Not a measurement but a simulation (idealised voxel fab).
This section sets out a process module, namely voxel fin reveal.
Displayed cross-section: cut, width of 175 nm, square cells sized 5 nm.
How to read a cross-section here: the picture is a grid of square cells, written as bands going from the top down, and any band can span one or more rows of cells. Band entry format. Leading values: height of top, height of bottom, nm. Remainder: materials in left-to-right order, each with its width in nm. Special words: "all across" on a single material, which then fills the band edge to edge; "air", empty space. Measure heights from 0. That's the level where, below it, the as-received wafer is all one material. The lowest band is bottomless and extends downward; write it as in "z 0 and below". The two numbers in a width such as "30->40" mark its ends across the band: the first belongs to the top row of cells, the second to the bottom row, and from each row to the next the width moves by the same amount. When a step is marked "all unchanged", none of the cells in the cross-section changed during that step. Any empty space of 8 cells or more lacking an open way to the top shows up in "Sealed void list" as width x height at distance, distance from the left edge, in nm. Post-settings text on a step line: simulator's own remark regarding the step. The line of a step may include "overlay nm". On a step with a mask, this value is how far to the right of its planned place the mask lay. A negative value means the mask lay to the left.
Listed below are the process steps as planned
step 1: RECEIVE (material Si)
step 2: CONFORMAL_DEP (material SiN; thk nm 5)
step 3: MASKED_ETCH (tone cover; mask id FINS; width nm 15; pitch nm 40; etch materials SiN; depth nm 5; overlay nm 0)
step 4: MASKED_ETCH (tone cover; mask id FINS; width nm 15; pitch nm 40; etch materials Si; depth nm 35; overlay nm -15)
step 5: FILL_DEP (material SiO2; thk nm 10)
step 6: CMP (height nm 5)
step 7: SELECTIVE_ETCH (etch materials SiO2; depth nm 20)
step 8: STRIP (etch materials SiN)
Wafers differ in overlay nm at step 4; plan lists the first wafer's value; identical starting state.
Cross-section of the first of several received wafers, showing its state after step 1
> z 0 and below | Si all across
> Sealed void list: none
The table below has one row for each wafer; a row shows, as of the end of the module, how many cells of each material the wafer has gained, marked (+), or lost, marked (-), since it was received, and then the wafer's closed voids
overlay nm -15, -119 Si, +68 SiO2, Sealed void list: none
overlay nm -10, -140 Si, +80 SiO2, Sealed void list: none
overlay nm -5, -161 Si, +92 SiO2, Sealed void list: none
overlay nm 0, -182 Si, +104 SiO2, Sealed void list: none
overlay nm 5, -161 Si, +92 SiO2, Sealed void list: none
overlay nm 10, -140 Si, +80 SiO2, Sealed void list: none
overlay nm 15, -119 Si, +68 SiO2, Sealed void list: none
